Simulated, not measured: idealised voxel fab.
process module | voxel released beams
cross-section cut | 150 nm wide | cells 5 nm
A cross-section is a grid of square cells, given in bands from the top down. A band is one or more rows of cells.
Each band's line starts with the height of the band's top and of its bottom, in nm. Then come its materials from left to right, each with its width in nm. One material with "throughout" fills the band from edge to edge. "air" is empty space.
Height 0 is the level under which the wafer as received is all one material. The lowest band goes on downwards, as in "0 down".
A width such as "30 to 40" changes by the same amount from each row of cells to the next, from the band's top row to its bottom row.
"no change" after a step means that no cell of the cross-section changed.
closed voids: empty space of 8 cells or more with no open way to the top, each as width x height at its distance from the left edge, in nm
after a step's settings: what the simulator itself notes on the step
overlay nm, on a step with a mask: how far to the right of its planned place the mask lay; to the left if negative
plan
1 op RECEIVE | material Si
2 op CONFORMAL_DEP | material Al2O3 | thk nm 5
3 op DIRECTIONAL_DEP | material SiO2 | thk nm 20
4 op DIRECTIONAL_DEP | material aC | thk nm 10
5 op PATTERN | tone open | mask id ANCHOR | material resist | width nm 40 | thk nm 30 | overlay nm 0
6 op DIRECTIONAL_ETCH | etch materials aC | depth nm 10
7 op STRIP | etch materials resist
8 op DIRECTIONAL_ETCH | etch materials SiO2 | depth nm 20
9 op STRIP | etch materials aC
10 op CONFORMAL_DEP | material polySi | thk nm 15
11 op PATTERN | tone cover | mask id BEAM | material resist | width nm 115 | thk nm 15 | overlay nm 0
12 op DIRECTIONAL_ETCH | etch materials polySi | depth nm 15
13 op STRIP | etch materials resist
14 op STRIP | etch materials SiO2
as received, after step 1
  0 down: Si throughout
  closed voids: none
first wafer at the end, as planned
  40 to 25: air 15 | polySi 20 | air 10 | polySi 85 | air 20
  25 to 20: air 20 | polySi 15 | air 10 | polySi 15 | air 90
  20 to 5: air 20 | polySi 40 | air 90
  5 to 0: Al2O3 throughout
  0 down: Si throughout
  closed voids: none
second wafer at the end: like start, like plan, one mistake
  40 to 25: air 15 | polySi 115 | air 20
  25 to 20: Al2O3 throughout
  20 to 0: SiO2 throughout
  0 down: Si throughout
  closed voids: none
what went wrong: steps 2 and 3 were swapped
at the end the second wafer has, in cells: 120 more of SiO2 | 24 fewer of polySi
